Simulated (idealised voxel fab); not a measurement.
process module | voxel lift off
cross-section cut | 175 nm wide | cells 5 nm
A cross-section is a grid of square cells, given in bands from the top down. A band is one or more rows of cells.
Each band's line starts with the height of the band's top and of its bottom, in nm. Then come its materials from left to right, each with its width in nm. One material with "throughout" fills the band from edge to edge. "air" is empty space.
Height 0 is the level under which the wafer as received is all one material. The lowest band goes on downwards, as in "0 down".
A width such as "30 to 40" changes by the same amount from each row of cells to the next, from the band's top row to its bottom row.
"no change" after a step means that no cell of the cross-section changed.
closed voids: empty space of 8 cells or more with no open way to the top, each as width x height at its distance from the left edge, in nm
after a step's settings: what the simulator itself notes on the step
overlay nm, on a step with a mask: how far to the right of its planned place the mask lay; to the left if negative
plan
1 op RECEIVE | material Si
2 op CONFORMAL_DEP | material SiN | thk nm 10
3 op PATTERN | tone open | mask id LINES | material resist | width nm 15 | pitch nm 45 | thk nm 20 | overlay nm 0
4 op DIRECTIONAL_DEP | material Ru | thk nm 10
5 op STRIP | etch materials resist
6 op CONFORMAL_DEP | material SiN | thk nm 5
as received, after step 1
  0 down: Si throughout
  closed voids: none
first wafer at the end, as planned
  25 to 20: air 30 | SiN 25 | air 20 | SiN 25 | air 20 | SiN 25 | air 30
  20 to 15: air 30 | SiN 5 | Ru 15 | SiN 5 | air 20 | SiN 5 | Ru 15 | SiN 5 | air 20 | SiN 5 | Ru 15 | SiN 5 | air 30
  15 to 10: SiN 35 | Ru 15 | SiN 30 | Ru 15 | SiN 30 | Ru 15 | SiN 35
  10 to 0: SiN throughout
  0 down: Si throughout
  closed voids: none
second wafer at the end: like start, like plan, one mistake
  15 to 10: air 30 | SiN 25 | air 20 | SiN 25 | air 20 | SiN 25 | air 30
  10 to 5: air 30 | SiN 5 | Ru 15 | SiN 5 | air 20 | SiN 5 | Ru 15 | SiN 5 | air 20 | SiN 5 | Ru 15 | SiN 5 | air 30
  5 to 0: SiN 35 | Ru 15 | SiN 30 | Ru 15 | SiN 30 | Ru 15 | SiN 35
  0 down: Si throughout
  closed voids: none
what went wrong: step 2 was left out
at the end the second wafer has, in cells: 70 fewer of SiN
